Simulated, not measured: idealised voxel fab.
Process module name: voxel wiring stack
Pictured: cross-section cut, 225 nm wide, on a grid of 5 nm square cells.
A cross-section in this document is a grid of square cells, and it is written down as bands, the top band listed before the ones below it; a band is made up of one or more rows of cells.
Per band: top height and bottom height in nm, followed by the left-to-right materials and their widths in nm; "edge to edge" marks a single material spanning edge to edge, "air" marks empty space.
Convention: height 0 is the level below which the wafer, as received, is all one material. The lowest band does not terminate at the bottom but continues downward, represented as "top 0, no bottom".
Width "30->40": first value at the band's top row of cells, second value at its bottom row, equal change from row to row.
No cell of the cross-section changed in a step that is given as "no change".
For the entry "Enclosed internal voids", the listed items are empty spaces with no open way to the top whose size is 8 cells or more; each item follows the pattern width x height at distance, where distance is from the left edge and all three are in nm.
On a step's line, text after the settings is the simulator commenting on that step.
overlay nm: mask right of planned place by this much (step with mask). Neg. = left.

-- The steps planned for the process are as follows
1: RECEIVE with material Si
2: CONFORMAL_DEP with material SiO2, thk nm 15
3: DIRECTIONAL_DEP with material TiN, thk nm 5
4: DIRECTIONAL_DEP with material Ru, thk nm 25
5: PATTERN with tone cover, mask id METAL_1, material resist, width nm 25, pitch nm 40, thk nm 20, overlay nm 0
6: DIRECTIONAL_ETCH with etch materials Ru, depth nm 25
7: DIRECTIONAL_ETCH with etch materials TiN, depth nm 5
8: STRIP with etch materials resist
9: FILL_DEP with material SiO2, thk nm 5
10: CMP with height nm 45
11: CONFORMAL_DEP with material SiCN, thk nm 5
12: DIRECTIONAL_DEP with material SiO2, thk nm 30
13: PATTERN with tone open, mask id METAL_2_HOLES, material resist, width nm 15, pitch nm 40, thk nm 15, overlay nm 0
14: DIRECTIONAL_ETCH with etch materials SiO2, depth nm 30
15: STRIP with etch materials resist
16: DIRECTIONAL_DEP with material aC, thk nm 15
17: PATTERN with tone open, mask id METAL_2, material resist, width nm 25, pitch nm 40, thk nm 35, overlay nm 0
18: DIRECTIONAL_ETCH with etch materials aC, depth nm 15
19: STRIP with etch materials resist
20: DIRECTIONAL_ETCH with etch materials SiO2, depth nm 20
21: DIRECTIONAL_ETCH with etch materials SiCN, depth nm 5
22: STRIP with etch materials aC
23: CONFORMAL_DEP with material TiN, thk nm 5
24: FILL_DEP with material Ru, thk nm 10
25: CMP with height nm 80
26: CONFORMAL_DEP with material SiCN, thk nm 5
27: DIRECTIONAL_DEP with material SiO2, thk nm 35
28: MASKED_ETCH with tone open, mask id METAL_3_HOLES, width nm 15, etch materials SiO2, depth nm 35, overlay nm 0
29: DIRECTIONAL_DEP with material aC, thk nm 10
30: PATTERN with tone open, mask id METAL_3, material resist, width nm 25, pitch nm 40, thk nm 25, overlay nm 0
31: DIRECTIONAL_ETCH with etch materials aC, depth nm 10
32: STRIP with etch materials resist
33: DIRECTIONAL_ETCH with etch materials SiO2, depth nm 20
34: DIRECTIONAL_ETCH with etch materials SiCN, depth nm 5
35: STRIP with etch materials aC
36: CONFORMAL_DEP with material TiN, thk nm 5
37: FILL_DEP with material Cu, thk nm 10
38: CMP with height nm 120
39: CONFORMAL_DEP with material SiCN, thk nm 5
40: DIRECTIONAL_DEP with material SiO2, thk nm 25
41: PATTERN with tone open, mask id METAL_4_HOLES, material resist, width nm 15, thk nm 15, overlay nm 0
42: DIRECTIONAL_ETCH with etch materials SiO2, depth nm 25
43: STRIP with etch materials resist
44: MASKED_ETCH with tone open, mask id METAL_4, width nm 25, pitch nm 40, etch materials SiO2, depth nm 15, overlay nm 0
45: MASKED_ETCH with tone open, mask id METAL_4, width nm 25, pitch nm 40, etch materials SiCN, depth nm 5, overlay nm 0
46: CONFORMAL_DEP with material TiN, thk nm 5
47: FILL_DEP with material Ru, thk nm 10
48: CMP with height nm 150
49: CONFORMAL_DEP with material SiN, thk nm 5

-- Incoming wafer, cross-sectional view, post step 1
    top 0, no bottom = Si edge to edge
    Enclosed internal voids: none

-- End-of-module cross-section of the first of two wafers, processed as planned
    top 155, bottom 150 = SiN edge to edge
    top 150, bottom 140 = 80 nm SiO2, then 5 nm TiN, then 15 nm Ru, then 5 nm TiN, then 15 nm SiO2, then 5 nm TiN, then 15 nm Ru, then 5 nm TiN, then 80 nm SiO2
    top 140, bottom 135 = 80 nm SiO2, then 5 nm TiN, then 5 nm Ru, then 15 nm TiN, then 15 nm SiO2, then 25 nm TiN, then 80 nm SiO2
    top 135, bottom 125 = 80 nm SiO2, then 5 nm TiN, then 5 nm Ru, then 5 nm TiN, then 130 nm SiO2
    top 125, bottom 120 = 80 nm SiCN, then 15 nm TiN, then 130 nm SiCN
    top 120, bottom 105 = 80 nm SiO2, then 5 nm TiN, then 15 nm Cu, then 5 nm TiN, then 15 nm SiO2, then 5 nm TiN, then 15 nm Cu, then 5 nm TiN, then 80 nm SiO2
    top 105, bottom 100 = 80 nm SiO2, then 5 nm TiN, then 5 nm Cu, then 15 nm TiN, then 15 nm SiO2, then 25 nm TiN, then 80 nm SiO2
    top 100, bottom 85 = 80 nm SiO2, then 5 nm TiN, then 5 nm Cu, then 5 nm TiN, then 130 nm SiO2
    top 85, bottom 80 = 80 nm SiCN, then 15 nm TiN, then 130 nm SiCN
    top 80, bottom 65 = 80 nm SiO2, then 5 nm TiN, then 15 nm Ru, then 5 nm TiN, then 15 nm SiO2, then 5 nm TiN, then 15 nm Ru, then 5 nm TiN, then 80 nm SiO2
    top 65, bottom 60 = 80 nm SiO2, then 5 nm TiN, then 5 nm Ru, then 15 nm TiN, then 15 nm SiO2, then 5 nm TiN, then 5 nm Ru, then 15 nm TiN, then 80 nm SiO2
    top 60, bottom 50 = 80 nm SiO2, then 5 nm TiN, then 5 nm Ru, then 5 nm TiN, then 25 nm SiO2, then 5 nm TiN, then 5 nm Ru, then 5 nm TiN, then 90 nm SiO2
    top 50, bottom 45 = 80 nm SiCN, then 15 nm TiN, then 25 nm SiCN, then 15 nm TiN, then 90 nm SiCN
    top 45, bottom 20 = 80 nm SiO2, then 25 nm Ru, then 15 nm SiO2, then 25 nm Ru, then 80 nm SiO2
    top 20, bottom 15 = 80 nm SiO2, then 25 nm TiN, then 15 nm SiO2, then 25 nm TiN, then 80 nm SiO2
    top 15, bottom 0 = SiO2 edge to edge
    top 0, no bottom = Si edge to edge
    Enclosed internal voids: none

-- Cross-sectional view of the second of two wafers upon completion of the module. This wafer shared its starting condition and process plan with the first; one error was made during its execution
    top 155, bottom 150 = SiN edge to edge
    top 150, bottom 140 = 80 nm SiO2, then 5 nm TiN, then 15 nm Ru, then 5 nm TiN, then 15 nm SiO2, then 5 nm TiN, then 15 nm Ru, then 5 nm TiN, then 80 nm SiO2
    top 140, bottom 135 = 80 nm SiO2, then 5 nm TiN, then 5 nm Ru, then 15 nm TiN, then 15 nm SiO2, then 25 nm TiN, then 80 nm SiO2
    top 135, bottom 125 = 80 nm SiO2, then 5 nm TiN, then 5 nm Ru, then 5 nm TiN, then 130 nm SiO2
    top 125, bottom 120 = 80 nm SiCN, then 15 nm TiN, then 130 nm SiCN
    top 120, bottom 105 = 80 nm SiO2, then 5 nm TiN, then 15 nm Cu, then 5 nm TiN, then 20 nm SiO2, then 5 nm TiN, then 10 nm Cu, then 5 nm TiN, then 80 nm SiO2
    top 105, bottom 100 = 80 nm SiO2, then 5 nm TiN, then 5 nm Cu, then 15 nm TiN, then 20 nm SiO2, then 20 nm TiN, then 80 nm SiO2
    top 100, bottom 90 = 80 nm SiO2, then 5 nm TiN, then 5 nm Cu, then 5 nm TiN, then 130 nm SiO2
    top 90, bottom 85 = 80 nm SiO2, then 15 nm TiN, then 130 nm SiO2
    top 85, bottom 80 = 85 nm SiCN, then 10 nm TiN, then 130 nm SiCN
    top 80, bottom 65 = 80 nm SiO2, then 5 nm TiN, then 15 nm Ru, then 5 nm TiN, then 15 nm SiO2, then 5 nm TiN, then 15 nm Ru, then 5 nm TiN, then 80 nm SiO2
    top 65, bottom 60 = 80 nm SiO2, then 5 nm TiN, then 5 nm Ru, then 15 nm TiN, then 15 nm SiO2, then 5 nm TiN, then 5 nm Ru, then 15 nm TiN, then 80 nm SiO2
    top 60, bottom 50 = 80 nm SiO2, then 5 nm TiN, then 5 nm Ru, then 5 nm TiN, then 25 nm SiO2, then 5 nm TiN, then 5 nm Ru, then 5 nm TiN, then 90 nm SiO2
    top 50, bottom 45 = 80 nm SiCN, then 15 nm TiN, then 25 nm SiCN, then 15 nm TiN, then 90 nm SiCN
    top 45, bottom 20 = 80 nm SiO2, then 25 nm Ru, then 15 nm SiO2, then 25 nm Ru, then 80 nm SiO2
    top 20, bottom 15 = 80 nm SiO2, then 25 nm TiN, then 15 nm SiO2, then 25 nm TiN, then 80 nm SiO2
    top 15, bottom 0 = SiO2 edge to edge
    top 0, no bottom = Si edge to edge
    Enclosed internal voids: none
what went wrong: rather than as planned, step 30 actually ran as PATTERN with tone open, mask id METAL_3, material resist, width nm 20, pitch nm 40, thk nm 25, overlay nm 0
Cell-count delta at end, second wafer over first, by material: 4 fewer of Cu | 1 more of SiCN | 4 more of SiO2 | 1 fewer of TiN
